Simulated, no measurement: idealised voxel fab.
process module | voxel trench capacitor
cross-section cut | 220 nm wide | cells 5 nm
A cross-section is a grid of square cells, given in bands from the top down. A band is one or more rows of cells.
Each band's line starts with the height of the band's top and of its bottom, in nm. Then come its materials from left to right, each with its width in nm. One material with "throughout" fills the band from edge to edge. "air" is empty space.
Height 0 is the level under which the wafer as received is all one material. The lowest band goes on downwards, as in "0 down".
A width such as "30 to 40" changes by the same amount from each row of cells to the next, from the band's top row to its bottom row.
"no change" after a step means that no cell of the cross-section changed.
closed voids: empty space of 8 cells or more with no open way to the top, each as width x height at its distance from the left edge, in nm
after a step's settings: what the simulator itself notes on the step
overlay nm, on a step with a mask: how far to the right of its planned place the mask lay; to the left if negative
plan
1 op RECEIVE | material Si
2 op CONFORMAL_DEP | material SiN | thk nm 5
3 op DIRECTIONAL_DEP | material aC | thk nm 10
4 op PATTERN | tone open | mask id TRENCH | material resist | width nm 15 | pitch nm 40 | thk nm 30 | overlay nm 0
5 op DIRECTIONAL_ETCH | etch materials aC | depth nm 10
6 op STRIP | etch materials resist
7 op DIRECTIONAL_ETCH | etch materials SiN | depth nm 5
8 op DIRECTIONAL_ETCH | etch materials Si | depth nm 25
9 op STRIP | etch materials aC
10 op CONFORMAL_DEP | material SiO2 | thk nm 5
11 op FILL_DEP | material polySi | thk nm 5
12 op CMP | height nm 5
as received, after step 1
  0 down: Si throughout
  closed voids: none
a wafer at the end: this start, this plan, one mistake
  5 to 0: SiN 50 | SiO2 5 | polySi 5 | SiO2 5 | SiN 25 | SiO2 5 | polySi 5 | SiO2 5 | SiN 25 | SiO2 5 | polySi 5 | SiO2 5 | SiN 75
  0 to -20: Si 50 | SiO2 5 | polySi 5 | SiO2 5 | Si 25 | SiO2 5 | polySi 5 | SiO2 5 | Si 25 | SiO2 5 | polySi 5 | SiO2 5 | Si 75
  -20 to -25: Si 50 | SiO2 15 | Si 25 | SiO2 15 | Si 25 | SiO2 15 | Si 75
  -25 down: Si throughout
  closed voids: none
what went wrong: step 4 ran as: op PATTERN | tone open | mask id TRENCH | material resist | width nm 15 | pitch nm 40 | thk nm 30 | overlay nm -10
